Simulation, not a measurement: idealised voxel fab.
Herein follows the process module entitled voxel transistor to metal.
Cross-section cut: width 160 nm, square cells of 5 nm.
Cross-section, as written here: a square-cell grid given band by band from the top down, where a band holds one or more rows of cells. Within each band entry, the heights of the top and of the bottom of the band appear first, in that order and in nm; the materials of the band then follow from left to right, each with its corresponding width in nm. The designation "everywhere" on a single material indicates that it fills the band from edge to edge; the designation "blank" indicates empty space. Note: height 0 marks the level under which the wafer is uniformly one material as received. Lowest band unbounded below, written "0 -> down". Width spec "30 to 40" -> top row of cells at first value, bottom row at second value, equal per-row change in between. Basically "identical to before" means that step didn't change any cell in the cross-section. The label "Closed voids list" introduces a list of the empty spaces, 8 cells or larger, that have no open way up to the top; each entry in it reads width x height at distance, where the distance is taken from the left edge and all three are stated in nm. On a step's line, text after the settings is the simulator commenting on that step. "overlay nm" answers the question of how far to the right of plan the mask lay on a step that has a mask, and when it is negative the answer is to the left.

So here's the lineup of process steps we planned:
| 1 | RECEIVE | material Si |
| 2 | OXIDIZE | depth nm 5 |
| 3 | CONFORMAL_DEP | material SiN | thk nm 10 |
| 4 | MASKED_ETCH | tone cover | mask id ACTIVE | width nm 110 | etch materials SiN | depth nm 10 | overlay nm 0 |
| 5 | MASKED_ETCH | tone cover | mask id ACTIVE | width nm 110 | etch materials SiO2 | depth nm 5 | overlay nm 0 |
| 6 | MASKED_ETCH | tone cover | mask id ACTIVE | width nm 110 | etch materials Si | depth nm 35 | overlay nm 0 |
| 7 | FILL_DEP | material SiO2 | thk nm 15 |
| 8 | CMP | height nm 10 |
| 9 | SELECTIVE_ETCH | etch materials SiO2 | depth nm 5 |
| 10 | STRIP | etch materials SiN |
| 11 | SELECTIVE_ETCH | etch materials SiO2 | depth nm 5 |
| 12 | OXIDIZE | depth nm 5 |
| 13 | DIRECTIONAL_DEP | material polySi | thk nm 30 |
| 14 | DIRECTIONAL_DEP | material SiCN | thk nm 15 |
| 15 | DIRECTIONAL_DEP | material aC | thk nm 15 |
| 16 | PATTERN | tone cover | mask id GATE | material resist | width nm 20 | thk nm 30 | overlay nm 0 |
| 17 | DIRECTIONAL_ETCH | etch materials aC | depth nm 15 |
| 18 | STRIP | etch materials resist |
| 19 | DIRECTIONAL_ETCH | etch materials SiCN | depth nm 25 |
| 20 | DIRECTIONAL_ETCH | etch materials polySi | depth nm 40 |
| 21 | STRIP | etch materials aC |
| 22 | CONFORMAL_DEP | material SiO2 | thk nm 5 |
| 23 | DIRECTIONAL_ETCH | etch materials SiO2 | depth nm 5 |
| 24 | CONFORMAL_DEP | material SiN | thk nm 5 |
| 25 | DIRECTIONAL_ETCH | etch materials SiN | depth nm 5 |
| 26 | DIRECTIONAL_ETCH | etch materials SiO2 | depth nm 5 |
| 27 | DIRECTIONAL_ETCH | etch materials Si | depth nm 10 |
| 28 | EPI | material SiGe | thk nm 15 |
| 29 | FILL_DEP | material SiO2 | thk nm 5 |
| 30 | CMP | height nm 40 |
| 31 | DIRECTIONAL_DEP | material SiO2 | thk nm 10 |
| 32 | DIRECTIONAL_DEP | material aC | thk nm 10 |
| 33 | PATTERN | tone open | mask id CONTACT | material resist | width nm 20 | pitch nm 70 | thk nm 30 | overlay nm 0 |
| 34 | DIRECTIONAL_ETCH | etch materials aC | depth nm 10 |
| 35 | STRIP | etch materials resist |
| 36 | DIRECTIONAL_ETCH | etch materials SiO2 | depth nm 45 |
| 37 | STRIP | etch materials aC |
| 38 | CONFORMAL_DEP | material TiN | thk nm 5 |
| 39 | FILL_DEP | material W | thk nm 10 |
| 40 | CMP | height nm 50 |
| 41 | CONFORMAL_DEP | material SiCN | thk nm 5 |
| 42 | DIRECTIONAL_DEP | material lowk | thk nm 15 |
| 43 | DIRECTIONAL_DEP | material aC | thk nm 15 |
| 44 | PATTERN | tone open | mask id METAL_1 | material resist | width nm 20 | pitch nm 70 | thk nm 35 | overlay nm 0 |
| 45 | DIRECTIONAL_ETCH | etch materials aC | depth nm 15 |
| 46 | STRIP | etch materials resist |
| 47 | DIRECTIONAL_ETCH | etch materials lowk | depth nm 15 |
| 48 | DIRECTIONAL_ETCH | etch materials SiCN | depth nm 5 |
| 49 | STRIP | etch materials aC |
| 50 | CONFORMAL_DEP | material TiN | thk nm 5 |
| 51 | FILL_DEP | material Cu | thk nm 5 |
| 52 | CMP | height nm 70 |
| 53 | CONFORMAL_DEP | material SiCN | thk nm 5 |
| 54 | DIRECTIONAL_DEP | material SiO2 | thk nm 30 |
| 55 | MASKED_ETCH | tone open | mask id METAL_2 | width nm 20 | pitch nm 70 | etch materials SiO2 | depth nm 20 | overlay nm 0 |
| 56 | PATTERN | tone open | mask id METAL_2_HOLES | material resist | width nm 15 | pitch nm 70 | thk nm 15 | overlay nm 0 |
| 57 | DIRECTIONAL_ETCH | etch materials SiO2 | depth nm 10 |
| 58 | DIRECTIONAL_ETCH | etch materials SiCN | depth nm 5 |
| 59 | STRIP | etch materials resist |
| 60 | CONFORMAL_DEP | material TiN | thk nm 5 |
| 61 | FILL_DEP | material Cu | thk nm 5 |
| 62 | CMP | height nm 105 |
| 63 | CONFORMAL_DEP | material SiN | thk nm 5 |

As-received wafer cross-section (after step 1):
    0 -> down  Si everywhere
    Closed voids list: none

Cross-section taken at module completion on the first of two wafers; processed per the plan:
    110 -> 105  SiN everywhere
    105 -> 90  35 of SiO2, 5 of TiN, 10 of Cu, 5 of TiN, 50 of SiO2, 5 of TiN, 10 of Cu, 5 of TiN, 35 of SiO2
    90 -> 85  35 of SiO2, 5 of TiN, 5 of Cu, 10 of TiN, 50 of SiO2, 5 of TiN, 5 of Cu, 10 of TiN, 35 of SiO2
    85 -> 75  35 of SiO2, 5 of TiN, 5 of Cu, 5 of TiN, 55 of SiO2, 5 of TiN, 5 of Cu, 5 of TiN, 40 of SiO2
    75 -> 70  35 of SiCN, 15 of TiN, 55 of SiCN, 15 of TiN, 40 of SiCN
    70 -> 55  35 of lowk, 5 of TiN, 10 of Cu, 5 of TiN, 50 of lowk, 5 of TiN, 10 of Cu, 5 of TiN, 35 of lowk
    55 -> 50  35 of SiCN, 20 of TiN, 50 of SiCN, 20 of TiN, 35 of SiCN
    50 -> 40  35 of SiO2, 5 of TiN, 10 of W, 5 of TiN, 50 of SiO2, 5 of TiN, 10 of W, 5 of TiN, 35 of SiO2
    40 -> 25  35 of SiO2, 5 of TiN, 10 of W, 5 of TiN, 5 of SiO2, 5 of SiN, 5 of SiO2, 20 of SiCN, 5 of SiO2, 5 of SiN, 5 of SiO2, 5 of TiN, 10 of W, 5 of TiN, 35 of SiO2
    25 -> 10  35 of SiO2, 5 of TiN, 10 of W, 5 of TiN, 5 of SiO2, 5 of SiN, 5 of SiO2, 20 of polySi, 5 of SiO2, 5 of SiN, 5 of SiO2, 5 of TiN, 10 of W, 5 of TiN, 35 of SiO2
    10 -> 5  35 of SiO2, 20 of TiN, 5 of SiO2, 5 of SiN, 5 of SiO2, 20 of polySi, 5 of SiO2, 5 of SiN, 5 of SiO2, 20 of TiN, 35 of SiO2
    5 -> 0  25 of SiO2, 35 of SiGe, 5 of SiN, 5 of SiO2, 20 of polySi, 5 of SiO2, 5 of SiN, 35 of SiGe, 25 of SiO2
    0 -> -5  25 of SiO2, 5 of SiN, 30 of SiGe, 5 of SiN, 5 of SiO2, 20 of polySi, 5 of SiO2, 5 of SiN, 30 of SiGe, 5 of SiN, 25 of SiO2
    -5 -> -10  30 of SiO2, 30 of SiGe, 40 of SiO2, 30 of SiGe, 30 of SiO2
    -10 -> -20  25 of SiO2, 5 of Si, 30 of SiGe, 40 of Si, 30 of SiGe, 5 of Si, 25 of SiO2
    -20 -> -40  25 of SiO2, 110 of Si, 25 of SiO2
    -40 -> down  Si everywhere
    Closed voids list: none

Cross-section, second wafer: same start as the first, same plan as the first, one mistake in running it; taken at the end of the module:
    110 -> 105  SiN everywhere
    105 -> 90  35 of SiO2, 5 of TiN, 10 of Cu, 5 of TiN, 50 of SiO2, 5 of TiN, 10 of Cu, 5 of TiN, 35 of SiO2
    90 -> 85  35 of SiO2, 5 of TiN, 5 of Cu, 10 of TiN, 50 of SiO2, 5 of TiN, 5 of Cu, 10 of TiN, 35 of SiO2
    85 -> 75  35 of SiO2, 5 of TiN, 5 of Cu, 5 of TiN, 55 of SiO2, 5 of TiN, 5 of Cu, 5 of TiN, 40 of SiO2
    75 -> 70  35 of SiCN, 15 of TiN, 55 of SiCN, 15 of TiN, 40 of SiCN
    70 -> 55  35 of lowk, 5 of TiN, 10 of Cu, 5 of TiN, 50 of lowk, 5 of TiN, 10 of Cu, 5 of TiN, 35 of lowk
    55 -> 50  35 of SiCN, 20 of TiN, 50 of SiCN, 20 of TiN, 35 of SiCN
    50 -> 40  35 of SiO2, 5 of TiN, 10 of W, 5 of TiN, 50 of SiO2, 5 of TiN, 10 of W, 5 of TiN, 35 of SiO2
    40 -> 25  35 of SiO2, 5 of TiN, 10 of W, 5 of TiN, 15 of SiO2, 20 of SiCN, 15 of SiO2, 5 of TiN, 10 of W, 5 of TiN, 35 of SiO2
    25 -> 10  35 of SiO2, 5 of TiN, 10 of W, 5 of TiN, 15 of SiO2, 20 of polySi, 15 of SiO2, 5 of TiN, 10 of W, 5 of TiN, 35 of SiO2
    10 -> 5  35 of SiO2, 20 of TiN, 15 of SiO2, 20 of polySi, 15 of SiO2, 20 of TiN, 35 of SiO2
    5 -> -5  50 of SiO2, 15 of SiGe, 5 of SiO2, 20 of polySi, 5 of SiO2, 15 of SiGe, 50 of SiO2
    -5 -> -10  25 of SiO2, 40 of SiGe, 30 of SiO2, 40 of SiGe, 25 of SiO2
    -10 -> -20  25 of SiO2, 40 of SiGe, 30 of Si, 40 of SiGe, 25 of SiO2
    -20 -> -40  25 of SiO2, 110 of Si, 25 of SiO2
    -40 -> down  Si everywhere
    Closed voids list: none
Plan not followed: step 24 of the plan: omitted, not performed
End check, counted in cells, second wafer has more or fewer of these materials than the first: 8 fewer of Si | 2 fewer of SiGe | 20 fewer of SiN | 30 more of SiO2
